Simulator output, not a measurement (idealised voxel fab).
This is a process module. Its name is voxel transistor to metal.
Square cell edge 5 nm, section width 210 nm, ID cut.
In what follows, cross-sections appear as grids of square cells, described through bands that run from the top down, where every band is one or more rows of cells. In this notation a band is specified by the heights of its top and bottom, in that order and in nm, after which its materials appear from left to right, each paired with its width in nm. The word "throughout" attached to a single material means that material fills the band from edge to edge; the word "empty" stands for empty space. Height reference: 0 = level under which incoming wafer is all one material. Lowest band: no bottom, runs on downward, e.g. "z 0 and below". When a width is written as two numbers, as in "30->40", the first number is the width in the top row of cells of the band and the second is the width in its bottom row, and the width changes by the same amount from each row to the next. Given "no modifications" for a step, no cell of the cross-section differs between before and after that step. If an empty space has no open way to the top and is at least 8 cells in size, "Internal closed voids" lists it, written width x height at distance, where distance is measured from the left edge and every value is in nm. Anything after a step's settings on that line? It's the simulator's own note about the step. overlay nm, on a step with a mask: how far to the right of its planned place the mask lay; to the left if negative.

So here's the lineup of process steps we planned
| 1 | RECEIVE with material Si |
| 2 | CONFORMAL_DEP with material SiO2, thk nm 5 |
| 3 | CONFORMAL_DEP with material SiN, thk nm 10 |
| 4 | MASKED_ETCH with tone cover, mask id ACTIVE, width nm 110, etch materials SiN, depth nm 10, overlay nm 0 |
| 5 | MASKED_ETCH with tone cover, mask id ACTIVE, width nm 110, etch materials SiO2, depth nm 5, overlay nm 0 |
| 6 | MASKED_ETCH with tone cover, mask id ACTIVE, width nm 110, etch materials Si, depth nm 25, overlay nm 0 |
| 7 | FILL_DEP with material SiO2, thk nm 10 |
| 8 | CMP with height nm 15 |
| 9 | SELECTIVE_ETCH with etch materials SiO2, depth nm 5 |
| 10 | STRIP with etch materials SiN |
| 11 | SELECTIVE_ETCH with etch materials SiO2, depth nm 5 |
| 12 | OXIDIZE with depth nm 5 |
| 13 | DIRECTIONAL_DEP with material polySi, thk nm 25 |
| 14 | DIRECTIONAL_DEP with material SiCN, thk nm 15 |
| 15 | MASKED_ETCH with tone cover, mask id GATE, width nm 30, etch materials SiCN, depth nm 25, overlay nm 0 |
| 16 | MASKED_ETCH with tone cover, mask id GATE, width nm 30, etch materials polySi, depth nm 35, overlay nm 0 |
| 17 | CONFORMAL_DEP with material SiN, thk nm 5 |
| 18 | DIRECTIONAL_ETCH with etch materials SiN, depth nm 5 |
| 19 | DIRECTIONAL_ETCH with etch materials SiO2, depth nm 5 |
| 20 | DIRECTIONAL_ETCH with etch materials Si, depth nm 15 |
| 21 | EPI with material pSi, thk nm 15 |
| 22 | FILL_DEP with material SiO2, thk nm 5 |
| 23 | CMP with height nm 25 |
| 24 | STRIP with etch materials polySi |
| 25 | SELECTIVE_ETCH with etch materials SiO2, depth nm 5 |
| 26 | CONFORMAL_DEP with material HfO2, thk nm 5 |
| 27 | CONFORMAL_DEP with material TiN, thk nm 5 |
| 28 | FILL_DEP with material W, thk nm 5 |
| 29 | CMP with height nm 20 |
| 30 | DIRECTIONAL_DEP with material SiO2, thk nm 15 |
| 31 | DIRECTIONAL_DEP with material aC, thk nm 15 |
| 32 | PATTERN with tone open, mask id CONTACT, material resist, width nm 15, pitch nm 75, thk nm 35, overlay nm 0 |
| 33 | DIRECTIONAL_ETCH with etch materials aC, depth nm 15 |
| 34 | STRIP with etch materials resist |
| 35 | DIRECTIONAL_ETCH with etch materials SiO2, depth nm 40 |
| 36 | STRIP with etch materials aC |
| 37 | CONFORMAL_DEP with material TiN, thk nm 5 |
| 38 | FILL_DEP with material Ru, thk nm 10 |
| 39 | CMP with height nm 35 |
| 40 | CONFORMAL_DEP with material SiCN, thk nm 5 |
| 41 | DIRECTIONAL_DEP with material lowk, thk nm 25 |
| 42 | MASKED_ETCH with tone open, mask id METAL_1, width nm 15, pitch nm 75, etch materials lowk, depth nm 25, overlay nm 0 |
| 43 | MASKED_ETCH with tone open, mask id METAL_1, width nm 15, pitch nm 75, etch materials SiCN, depth nm 5, overlay nm 0 |
| 44 | CONFORMAL_DEP with material TiN, thk nm 5 |
| 45 | FILL_DEP with material Cu, thk nm 10 |
| 46 | CMP with height nm 65 |
| 47 | CONFORMAL_DEP with material SiN, thk nm 5 |

Cross-section of the wafer as it came to us, i.e., already through step 1
- z 0 and below = Si throughout
- Internal closed voids: none

Module complete - cross-section of the first of two wafers, run according to plan
- z 70 to 65 = SiN throughout
- z 65 to 40 = lowk: 60 | TiN: 5 | Cu: 5 | TiN: 5 | lowk: 60 | TiN: 5 | Cu: 5 | TiN: 5 | lowk: 60
- z 40 to 35 = SiCN: 60 | TiN: 15 | SiCN: 60 | TiN: 15 | SiCN: 60
- z 35 to 20 = SiO2: 60 | TiN: 5 | Ru: 5 | TiN: 5 | SiO2: 60 | TiN: 5 | Ru: 5 | TiN: 5 | SiO2: 60
- z 20 to 15 = SiO2: 60 | TiN: 5 | Ru: 5 | TiN: 5 | SiO2: 10 | SiN: 5 | HfO2: 5 | TiN: 5 | W: 10 | TiN: 5 | HfO2: 5 | SiN: 5 | SiO2: 10 | TiN: 5 | Ru: 5 | TiN: 5 | SiO2: 60
- z 15 to 10 = SiO2: 60 | TiN: 15 | SiO2: 10 | SiN: 5 | HfO2: 5 | TiN: 5 | W: 10 | TiN: 5 | HfO2: 5 | SiN: 5 | SiO2: 10 | TiN: 15 | SiO2: 60
- z 10 to 5 = SiO2: 60 | TiN: 10 | pSi: 15 | SiN: 5 | HfO2: 5 | TiN: 5 | W: 10 | TiN: 5 | HfO2: 5 | SiN: 5 | pSi: 15 | TiN: 10 | SiO2: 60
- z 5 to 0 = SiO2: 45 | SiN: 5 | SiO2: 10 | TiN: 10 | pSi: 15 | SiN: 5 | HfO2: 5 | TiN: 20 | HfO2: 5 | SiN: 5 | pSi: 15 | TiN: 10 | SiO2: 10 | SiN: 5 | SiO2: 45
- z 0 to -5 = SiO2: 60 | TiN: 10 | pSi: 15 | HfO2: 40 | pSi: 15 | TiN: 10 | SiO2: 60
- z -5 to -20 = SiO2: 50 | pSi: 35 | Si: 40 | pSi: 35 | SiO2: 50
- z -20 to -25 = SiO2: 50 | Si: 110 | SiO2: 50
- z -25 and below = Si throughout
- Internal closed voids: none

Cross-sectional view of the second of two wafers upon completion of the module. This wafer shared its starting condition and process plan with the first; one error was made during its execution
- z 70 to 65 = SiN throughout
- z 65 to 40 = lowk: 60 | TiN: 5 | Cu: 5 | TiN: 5 | lowk: 60 | TiN: 5 | Cu: 5 | TiN: 5 | lowk: 60
- z 40 to 35 = SiCN: 60 | TiN: 15 | SiCN: 60 | TiN: 15 | SiCN: 60
- z 35 to 20 = SiO2: 60 | TiN: 5 | Ru: 5 | TiN: 5 | SiO2: 60 | TiN: 5 | Ru: 5 | TiN: 5 | SiO2: 60
- z 20 to 10 = SiO2: 60 | TiN: 5 | Ru: 5 | TiN: 5 | SiO2: 10 | lowk: 5 | HfO2: 5 | TiN: 5 | W: 10 | TiN: 5 | HfO2: 5 | lowk: 5 | SiO2: 10 | TiN: 5 | Ru: 5 | TiN: 5 | SiO2: 60
- z 10 to 5 = lowk: 50 | SiO2: 10 | TiN: 15 | SiO2: 10 | lowk: 5 | HfO2: 5 | TiN: 5 | W: 10 | TiN: 5 | HfO2: 5 | lowk: 5 | SiO2: 10 | TiN: 15 | SiO2: 10 | lowk: 50
- z 5 to 0 = SiO2: 45 | lowk: 45 | HfO2: 5 | TiN: 20 | HfO2: 5 | lowk: 45 | SiO2: 45
- z 0 to -5 = SiO2: 85 | HfO2: 40 | SiO2: 85
- z -5 to -25 = SiO2: 50 | Si: 110 | SiO2: 50
- z -25 and below = Si throughout
- Internal closed voids: none
Processing error: step 17, actual vs plan mismatch, actual run CONFORMAL_DEP with material lowk, thk nm 5
Final tally in cells, some materials are higher or lower on the second wafer than on the first: Ru +2 | Si +42 | SiN -10 | SiO2 -10 | TiN -8 | lowk +44 | pSi -60
